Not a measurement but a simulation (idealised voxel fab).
Documented hereafter: the process module known as voxel quadruple lines.
The cross-section shown here is cut; it is 285 nm wide and divided into square cells measuring 5 nm on a side.
Square cells in a grid make up a cross-section in this document, and the grid is given as bands, listed from the top down, each one or more rows of cells.
Heights first: top, then bottom, in nm. Then materials, left to right, each with a width in nm. "all across" on a single material: fills the band edge to edge. "air": empty space.
All heights in this document are referenced to 0, defined as the level beneath which the wafer, as received, consists entirely of one material. The lowest band is not bounded below; it extends indefinitely downward and is written in the form "0 -> down".
Per-row width for "30 to 40": begins at first number (top row of band), ends at second number (bottom row), increment between rows held constant.
What does "nothing was modified" mean for a step? It means no cell of the cross-section changed in that step.
This entry, "Closed void list", enumerates those empty regions of no fewer than 8 cells that possess no open connection to the top. Each region is reported in the form width x height at distance, the distance being taken from the left edge, with all three quantities expressed in nm.
Post-settings text on a step line: simulator's own remark regarding the step.
Regarding "overlay nm": on a step with a mask, it is the distance the mask lay to the right of its planned place; a negative value places it to the left.

-- This section lists the process steps that were planned
1 RECEIVE [material Si]
2 CONFORMAL_DEP [material SiO2] [thk nm 10]
3 DIRECTIONAL_DEP [material TiN] [thk nm 10]
4 DIRECTIONAL_DEP [material polySi] [thk nm 15]
5 DIRECTIONAL_DEP [material aC] [thk nm 25]
6 PATTERN [tone cover] [mask id MANDREL] [material resist] [width nm 25] [thk nm 35] [overlay nm 0]
7 DIRECTIONAL_ETCH [etch materials aC] [depth nm 25]
8 STRIP [etch materials resist]
9 CONFORMAL_DEP [material SiO2] [thk nm 15]
10 DIRECTIONAL_ETCH [etch materials SiO2] [depth nm 15]
11 STRIP [etch materials aC]
12 DIRECTIONAL_ETCH [etch materials polySi] [depth nm 15]
13 STRIP [etch materials SiO2]
14 CONFORMAL_DEP [material SiN] [thk nm 5]
15 DIRECTIONAL_ETCH [etch materials SiN] [depth nm 5]
16 STRIP [etch materials polySi]
17 DIRECTIONAL_ETCH [etch materials TiN] [depth nm 10]
18 STRIP [etch materials SiN]

-- First of two wafers - as planned

-- Here's what the wafer looked like in cross-section when it arrived - that's after step 1
  0 -> down: Si all across
  Closed void list: none

-- Cross-sectional representation of the wafer at the conclusion of step 2
  10 -> 0: SiO2 all across
  All layers under 0 are left as they were.

-- Cross-sectional representation of the wafer at the conclusion of step 3
  20 -> 10: TiN all across
  All layers under 10 are left as they were.

-- Cross-sectional representation of the wafer at the conclusion of step 4
  35 -> 20: polySi all across
  All layers under 20 are left as they were.

-- Cross-sectional representation of the wafer at the conclusion of step 5
  60 -> 35: aC all across
  All layers under 35 are left as they were.

-- Cross-sectional representation of the wafer at the conclusion of step 6
  95 -> 60: 130 air, 25 resist, 130 air
  All layers under 60 are left as they were.

-- Cross-sectional representation of the wafer at the conclusion of step 7
  70 -> 60: 130 air, 25 resist, 130 air
  60 -> 35: 130 air, 25 aC, 130 air
  All layers under 35 are left as they were.

-- Cross-sectional representation of the wafer at the conclusion of step 8
  60 -> 35: 130 air, 25 aC, 130 air
  All layers under 35 are left as they were.

-- Cross-sectional representation of the wafer at the conclusion of step 9
  75 -> 60: 115 air, 55 SiO2, 115 air
  60 -> 50: 115 air, 15 SiO2, 25 aC, 15 SiO2, 115 air
  50 -> 35: 130 SiO2, 25 aC, 130 SiO2
  All layers under 35 are left as they were.

-- Cross-sectional representation of the wafer at the conclusion of step 10
  60 -> 35: 115 air, 15 SiO2, 25 aC, 15 SiO2, 115 air
  All layers under 35 are left as they were.

-- Cross-sectional representation of the wafer at the conclusion of step 11
  60 -> 35: 115 air, 15 SiO2, 25 air, 15 SiO2, 115 air
  All layers under 35 are left as they were.

-- Cross-sectional representation of the wafer at the conclusion of step 12
  60 -> 35: 115 air, 15 SiO2, 25 air, 15 SiO2, 115 air
  35 -> 20: 115 air, 15 polySi, 25 air, 15 polySi, 115 air
  All layers under 20 are left as they were.

-- Cross-sectional representation of the wafer at the conclusion of step 13
  35 -> 20: 115 air, 15 polySi, 25 air, 15 polySi, 115 air
  All layers under 20 are left as they were.

-- Cross-sectional representation of the wafer at the conclusion of step 14
  40 -> 35: 110 air, 25 SiN, 15 air, 25 SiN, 110 air
  35 -> 25: 110 air, 5 SiN, 15 polySi, 5 SiN, 15 air, 5 SiN, 15 polySi, 5 SiN, 110 air
  25 -> 20: 115 SiN, 15 polySi, 25 SiN, 15 polySi, 115 SiN
  All layers under 20 are left as they were.

-- Cross-sectional representation of the wafer at the conclusion of step 15
  35 -> 20: 110 air, 5 SiN, 15 polySi, 5 SiN, 15 air, 5 SiN, 15 polySi, 5 SiN, 110 air
  All layers under 20 are left as they were.

-- Cross-sectional representation of the wafer at the conclusion of step 16
  35 -> 20: 110 air, 5 SiN, 15 air, 5 SiN, 15 air, 5 SiN, 15 air, 5 SiN, 110 air
  All layers under 20 are left as they were.

-- Cross-sectional representation of the wafer at the conclusion of step 17
  35 -> 20: 110 air, 5 SiN, 15 air, 5 SiN, 15 air, 5 SiN, 15 air, 5 SiN, 110 air
  20 -> 10: 110 air, 5 TiN, 15 air, 5 TiN, 15 air, 5 TiN, 15 air, 5 TiN, 110 air
  All layers under 10 are left as they were.

-- Cross-sectional representation of the wafer at the conclusion of step 18
  20 -> 10: 110 air, 5 TiN, 15 air, 5 TiN, 15 air, 5 TiN, 15 air, 5 TiN, 110 air
  All layers under 10 are left as they were.

-- Here the second wafer is described. Its start and its plan were those of the first wafer. Its run contained one mistake. Up to and including step 1, it did exactly what the first wafer did

-- The second wafer cut through, at the time step 2 was supposed to be finished
  10 -> 0: TiN all across
  All layers under 0 are left as they were.

-- The second wafer cut through, at the time step 3 was supposed to be finished
  20 -> 0: TiN all across
  All layers under 0 are left as they were.

-- The second wafer cut through, at the time step 4 was supposed to be finished
  35 -> 20: polySi all across
  All layers under 20 are left as they were.

-- The second wafer cut through, at the time step 5 was supposed to be finished
  60 -> 35: aC all across
  All layers under 35 are left as they were.

-- The second wafer cut through, at the time step 6 was supposed to be finished
  95 -> 60: 130 air, 25 resist, 130 air
  All layers under 60 are left as they were.

-- The second wafer cut through, at the time step 7 was supposed to be finished
  70 -> 60: 130 air, 25 resist, 130 air
  60 -> 35: 130 air, 25 aC, 130 air
  All layers under 35 are left as they were.

-- The second wafer cut through, at the time step 8 was supposed to be finished
  60 -> 35: 130 air, 25 aC, 130 air
  All layers under 35 are left as they were.

-- The second wafer cut through, at the time step 9 was supposed to be finished
  75 -> 60: 115 air, 55 SiO2, 115 air
  60 -> 50: 115 air, 15 SiO2, 25 aC, 15 SiO2, 115 air
  50 -> 35: 130 SiO2, 25 aC, 130 SiO2
  All layers under 35 are left as they were.

-- The second wafer cut through, at the time step 10 was supposed to be finished
  60 -> 35: 115 air, 15 SiO2, 25 aC, 15 SiO2, 115 air
  All layers under 35 are left as they were.

-- The second wafer cut through, at the time step 11 was supposed to be finished
  60 -> 35: 115 air, 15 SiO2, 25 air, 15 SiO2, 115 air
  All layers under 35 are left as they were.

-- The second wafer cut through, at the time step 12 was supposed to be finished
  60 -> 35: 115 air, 15 SiO2, 25 air, 15 SiO2, 115 air
  35 -> 20: 115 air, 15 polySi, 25 air, 15 polySi, 115 air
  All layers under 20 are left as they were.

-- The second wafer cut through, at the time step 13 was supposed to be finished
  35 -> 20: 115 air, 15 polySi, 25 air, 15 polySi, 115 air
  All layers under 20 are left as they were.

-- The second wafer cut through, at the time step 14 was supposed to be finished
  40 -> 35: 110 air, 25 SiN, 15 air, 25 SiN, 110 air
  35 -> 25: 110 air, 5 SiN, 15 polySi, 5 SiN, 15 air, 5 SiN, 15 polySi, 5 SiN, 110 air
  25 -> 20: 115 SiN, 15 polySi, 25 SiN, 15 polySi, 115 SiN
  All layers under 20 are left as they were.

-- The second wafer cut through, at the time step 15 was supposed to be finished
  35 -> 20: 110 air, 5 SiN, 15 polySi, 5 SiN, 15 air, 5 SiN, 15 polySi, 5 SiN, 110 air
  All layers under 20 are left as they were.

-- The second wafer cut through, at the time step 16 was supposed to be finished
  35 -> 20: 110 air, 5 SiN, 15 air, 5 SiN, 15 air, 5 SiN, 15 air, 5 SiN, 110 air
  All layers under 20 are left as they were.

-- The second wafer cut through, at the time step 17 was supposed to be finished
  35 -> 20: 110 air, 5 SiN, 15 air, 5 SiN, 15 air, 5 SiN, 15 air, 5 SiN, 110 air
  20 -> 10: 110 air, 5 TiN, 15 air, 5 TiN, 15 air, 5 TiN, 15 air, 5 TiN, 110 air
  All layers under 10 are left as they were.

-- The second wafer cut through, at the time step 18 was supposed to be finished
  20 -> 10: 110 air, 5 TiN, 15 air, 5 TiN, 15 air, 5 TiN, 15 air, 5 TiN, 110 air
  All layers under 10 are left as they were.
what went wrong: step 2 changed vs plan, executed as CONFORMAL_DEP [material TiN] [thk nm 10]
Materials where the second wafer ends with more or fewer cells than the first: -114 SiO2 | +114 TiN
